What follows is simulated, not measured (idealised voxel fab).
The process module presented herein is designated voxel ribs on slabs.
FYI the section here is cut, 190 nm wide, cells are 5 nm squares.
Format of a cross-section: grid, square cells. Given as bands. Order: top down. Band: one or more rows of cells.
What a band's entry tells you: where the top is and where the bottom is, as heights in nm, and after that what lies inside, material by material from left to right, each with its width in nm. Empty space is written as the word "air", and a single material marked with the word "full width" occupies the band from edge to edge.
Height datum 0, below which the as-received substrate wafer is one material. Lowest band open at the bottom, running downward: "from 0 down".
Think of "30->40" as a width that walks from the first number to the second as you go down the band, top row to bottom row, taking equal-sized steps from row to row.
Step note "no modifications" = no cross-section cell changed.
Empty spaces counting at least 8 cells and having no open way to the top are listed in "Closed void register". The notation width x height at distance is used for each, the distance being from the left edge and all three values in nm.
Anything after a step's settings on that line? It's the simulator's own note about the step.
The optional step-line setting "overlay nm" applies to steps with a mask and quantifies how far to the right of its planned location the mask lay, a negative value indicating leftward placement.

THE PROCESS STEPS THAT WERE PLANNED ARE LISTED BELOW
- 1: RECEIVE (material Si)
- 2: DIRECTIONAL_DEP (material SiO2; thk nm 30)
- 3: DIRECTIONAL_DEP (material SiN; thk nm 25)
- 4: MASKED_ETCH (tone cover; mask id RIB; width nm 20; etch materials SiN; depth nm 20; overlay nm 0)
- 5: PATTERN (tone cover; mask id SLAB; material resist; width nm 60; thk nm 20; overlay nm 0)
- 6: DIRECTIONAL_ETCH (etch materials SiN; depth nm 5)
- 7: STRIP (etch materials resist)
- 8: FILL_DEP (material SiO2; thk nm 15)
- 9: CMP (height nm 65)
- 10: DIRECTIONAL_DEP (material TiN; thk nm 5)
- 11: DIRECTIONAL_DEP (material aC; thk nm 10)
- 12: PATTERN (tone cover; mask id HEATER; material resist; width nm 30; thk nm 25; overlay nm 0)
- 13: DIRECTIONAL_ETCH (etch materials aC; depth nm 10)
- 14: STRIP (etch materials resist)
- 15: DIRECTIONAL_ETCH (etch materials TiN; depth nm 5)
- 16: STRIP (etch materials aC)
- 17: CONFORMAL_DEP (material SiO2; thk nm 5)

THE FIRST OF TWO WAFERS, RUN AS PLANNED

CROSS-SECTION OF THE WAFER AS IT CAME TO US, I.E., ALREADY THROUGH STEP 1
> from 0 down  Si full width
> Closed void register: none

CROSS-SECTION OF THE WAFER SUBSEQUENT TO STEP 2
> from 30 to 0  SiO2 full width
> Beneath the level 0, the cross-section is identical to its previous state.

CROSS-SECTION OF THE WAFER SUBSEQUENT TO STEP 3
> from 55 to 30  SiN full width
> Beneath the level 30, the cross-section is identical to its previous state.

CROSS-SECTION OF THE WAFER SUBSEQUENT TO STEP 4
> from 55 to 35  air 85  SiN 20  air 85
> Beneath the level 35, the cross-section is identical to its previous state.

CROSS-SECTION OF THE WAFER SUBSEQUENT TO STEP 5
> from 75 to 55  air 65  resist 60  air 65
> from 55 to 35  air 65  resist 20  SiN 20  resist 20  air 65
> Beneath the level 35, the cross-section is identical to its previous state.

CROSS-SECTION OF THE WAFER SUBSEQUENT TO STEP 6
> from 75 to 55  air 65  resist 60  air 65
> from 55 to 35  air 65  resist 20  SiN 20  resist 20  air 65
> from 35 to 30  air 65  SiN 60  air 65
> Beneath the level 30, the cross-section is identical to its previous state.

CROSS-SECTION OF THE WAFER SUBSEQUENT TO STEP 7
> from 55 to 35  air 85  SiN 20  air 85
> Beneath the level 35, the cross-section is identical to its previous state.

CROSS-SECTION OF THE WAFER SUBSEQUENT TO STEP 8
> from 70 to 55  SiO2 full width
> from 55 to 35  SiO2 85  SiN 20  SiO2 85
> from 35 to 30  SiO2 65  SiN 60  SiO2 65
> Beneath the level 30, the cross-section is identical to its previous state.

CROSS-SECTION OF THE WAFER SUBSEQUENT TO STEP 9
> from 65 to 55  SiO2 full width
> Beneath the level 55, the cross-section is identical to its previous state.

CROSS-SECTION OF THE WAFER SUBSEQUENT TO STEP 10
> from 70 to 65  TiN full width
> Beneath the level 65, the cross-section is identical to its previous state.

CROSS-SECTION OF THE WAFER SUBSEQUENT TO STEP 11
> from 80 to 70  aC full width
> Beneath the level 70, the cross-section is identical to its previous state.

CROSS-SECTION OF THE WAFER SUBSEQUENT TO STEP 12
> from 105 to 80  air 80  resist 30  air 80
> Beneath the level 80, the cross-section is identical to its previous state.

CROSS-SECTION OF THE WAFER SUBSEQUENT TO STEP 13
> from 95 to 80  air 80  resist 30  air 80
> from 80 to 70  air 80  aC 30  air 80
> Beneath the level 70, the cross-section is identical to its previous state.

CROSS-SECTION OF THE WAFER SUBSEQUENT TO STEP 14
> from 80 to 70  air 80  aC 30  air 80
> Beneath the level 70, the cross-section is identical to its previous state.

CROSS-SECTION OF THE WAFER SUBSEQUENT TO STEP 15
> from 80 to 70  air 80  aC 30  air 80
> from 70 to 65  air 80  TiN 30  air 80
> Beneath the level 65, the cross-section is identical to its previous state.

CROSS-SECTION OF THE WAFER SUBSEQUENT TO STEP 16
> from 70 to 65  air 80  TiN 30  air 80
> Beneath the level 65, the cross-section is identical to its previous state.

CROSS-SECTION OF THE WAFER SUBSEQUENT TO STEP 17
> from 75 to 70  air 75  SiO2 40  air 75
> from 70 to 65  SiO2 80  TiN 30  SiO2 80
> Beneath the level 65, the cross-section is identical to its previous state.

SECOND OF TWO: SAME START, SAME PLAN, ONE RUN ERROR; STEPS UP TO AND INCLUDING 4 MATCH THE FIRST

WHAT THE SECOND WAFER LOOKS LIKE IN CROSS-SECTION WHEN STEP 5 SHOULD HAVE WRAPPED UP
> from 75 to 55  air 65  resist 65  air 60
> from 55 to 35  air 65  resist 20  SiN 20  resist 25  air 60
> Beneath the level 35, the cross-section is identical to its previous state.

WHAT THE SECOND WAFER LOOKS LIKE IN CROSS-SECTION WHEN STEP 6 SHOULD HAVE WRAPPED UP
> from 75 to 55  air 65  resist 65  air 60
> from 55 to 35  air 65  resist 20  SiN 20  resist 25  air 60
> from 35 to 30  air 65  SiN 65  air 60
> Beneath the level 30, the cross-section is identical to its previous state.

WHAT THE SECOND WAFER LOOKS LIKE IN CROSS-SECTION WHEN STEP 7 SHOULD HAVE WRAPPED UP
> from 55 to 35  air 85  SiN 20  air 85
> Beneath the level 35, the cross-section is identical to its previous state.

WHAT THE SECOND WAFER LOOKS LIKE IN CROSS-SECTION WHEN STEP 8 SHOULD HAVE WRAPPED UP
> from 70 to 55  SiO2 full width
> from 55 to 35  SiO2 85  SiN 20  SiO2 85
> from 35 to 30  SiO2 65  SiN 65  SiO2 60
> Beneath the level 30, the cross-section is identical to its previous state.

WHAT THE SECOND WAFER LOOKS LIKE IN CROSS-SECTION WHEN STEP 9 SHOULD HAVE WRAPPED UP
> from 65 to 55  SiO2 full width
> Beneath the level 55, the cross-section is identical to its previous state.

WHAT THE SECOND WAFER LOOKS LIKE IN CROSS-SECTION WHEN STEP 10 SHOULD HAVE WRAPPED UP
> from 70 to 65  TiN full width
> Beneath the level 65, the cross-section is identical to its previous state.

WHAT THE SECOND WAFER LOOKS LIKE IN CROSS-SECTION WHEN STEP 11 SHOULD HAVE WRAPPED UP
> from 80 to 70  aC full width
> Beneath the level 70, the cross-section is identical to its previous state.

WHAT THE SECOND WAFER LOOKS LIKE IN CROSS-SECTION WHEN STEP 12 SHOULD HAVE WRAPPED UP
> from 105 to 80  air 80  resist 30  air 80
> Beneath the level 80, the cross-section is identical to its previous state.

WHAT THE SECOND WAFER LOOKS LIKE IN CROSS-SECTION WHEN STEP 13 SHOULD HAVE WRAPPED UP
> from 95 to 80  air 80  resist 30  air 80
> from 80 to 70  air 80  aC 30  air 80
> Beneath the level 70, the cross-section is identical to its previous state.

WHAT THE SECOND WAFER LOOKS LIKE IN CROSS-SECTION WHEN STEP 14 SHOULD HAVE WRAPPED UP
> from 80 to 70  air 80  aC 30  air 80
> Beneath the level 70, the cross-section is identical to its previous state.

WHAT THE SECOND WAFER LOOKS LIKE IN CROSS-SECTION WHEN STEP 15 SHOULD HAVE WRAPPED UP
> from 80 to 70  air 80  aC 30  air 80
> from 70 to 65  air 80  TiN 30  air 80
> Beneath the level 65, the cross-section is identical to its previous state.

WHAT THE SECOND WAFER LOOKS LIKE IN CROSS-SECTION WHEN STEP 16 SHOULD HAVE WRAPPED UP
> from 70 to 65  air 80  TiN 30  air 80
> Beneath the level 65, the cross-section is identical to its previous state.

WHAT THE SECOND WAFER LOOKS LIKE IN CROSS-SECTION WHEN STEP 17 SHOULD HAVE WRAPPED UP
> from 75 to 70  air 75  SiO2 40  air 75
> from 70 to 65  SiO2 80  TiN 30  SiO2 80
> Beneath the level 65, the cross-section is identical to its previous state.
Heads up, the wafer didn't run the way we planned it: step 5 off recipe, ran as PATTERN (tone cover; mask id SLAB; material resist; width nm 65; thk nm 20; overlay nm 0)
The final cell counts differ between the wafers, with the second having more or fewer of some materials than the first: SiN: 1 more | SiO2: 1 fewer
